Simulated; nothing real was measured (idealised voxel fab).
The following process module bears the name voxel released beams.
Xsec cut, 255 nm wide, square cell size 5 nm.
How to read a cross-section here: the picture is a grid of square cells, written as bands going from the top down, and any band can span one or more rows of cells.
Quick guide to a band line: top height, bottom height (nm) up front; then every material left to right with its width in nm. Only one material and it's marked "full width"? Then it fills the band edge to edge. And "blank" just means empty space.
Ref level 0: as-received wafer is one material below here. Bottom band extends down with no lower bound ("0 and below").
Width "30 to 40": first value at the band's top row of cells, second value at its bottom row, equal change from row to row.
Key: "no modifications" - step with no changed cell in the cross-section.
What "Catalogued sealed voids" gives you is every empty space of 8 cells or more that is cut off from the top. Each appears as width x height at distance, with the distance taken from the left edge and width, height and distance all in nm.
Text after the settings on a step's line: the simulator's own remark on that step.
When a step includes a mask, the "overlay nm" setting on its line states how far to the right of its planned place that mask lay, and negative values state how far to the left.
-- This section lists the process steps that were planned
- 1: RECEIVE with material Si
- 2: CONFORMAL_DEP with material SiN, thk nm 5
- 3: DIRECTIONAL_DEP with material SiO2, thk nm 15
- 4: DIRECTIONAL_DEP with material aC, thk nm 10
- 5: PATTERN with tone open, mask id ANCHOR, material resist, width nm 35, thk nm 30, overlay nm 0
- 6: DIRECTIONAL_ETCH with etch materials aC, depth nm 10
- 7: STRIP with etch materials resist
- 8: DIRECTIONAL_ETCH with etch materials SiO2, depth nm 15
- 9: STRIP with etch materials aC
- 10: CONFORMAL_DEP with material TiN, thk nm 15
- 11: DIRECTIONAL_DEP with material aC, thk nm 10
- 12: PATTERN with tone cover, mask id BEAM, material resist, width nm 80, thk nm 25, overlay nm 0
- 13: DIRECTIONAL_ETCH with etch materials aC, depth nm 10
- 14: STRIP with etch materials resist
- 15: DIRECTIONAL_ETCH with etch materials TiN, depth nm 15
- 16: STRIP with etch materials aC
- 17: STRIP with etch materials SiO2
-- Step 1 complete: cross-section of the wafer as received
> 0 and below = Si full width
> Catalogued sealed voids: none
-- Cross-sectional view of the first of the two wafers upon completion of the module, processed in accordance with the plan
> 35 down to 20 = 85 blank  20 TiN  5 blank  55 TiN  90 blank
> 20 down to 5 = 90 blank  35 TiN  130 blank
> 5 down to 0 = SiN full width
> 0 and below = Si full width
> Catalogued sealed voids: none
-- Cross-sectional view: second of two wafers, end of module; start and plan identical to the first, one mistake in running
> 45 down to 30 = 85 blank  80 TiN  90 blank
> 30 down to 20 = TiN full width
> 20 down to 5 = SiO2 full width
> 5 down to 0 = SiN full width
> 0 and below = Si full width
> Catalogued sealed voids: none
What was done differently from what was planned? step 4 did not happen as planned, as run it was DIRECTIONAL_DEP with material TiN, thk nm 10
Looking at both finished wafers in cells, the second ends up ahead of or behind the first on some materials: +153 SiO2 | +84 TiN
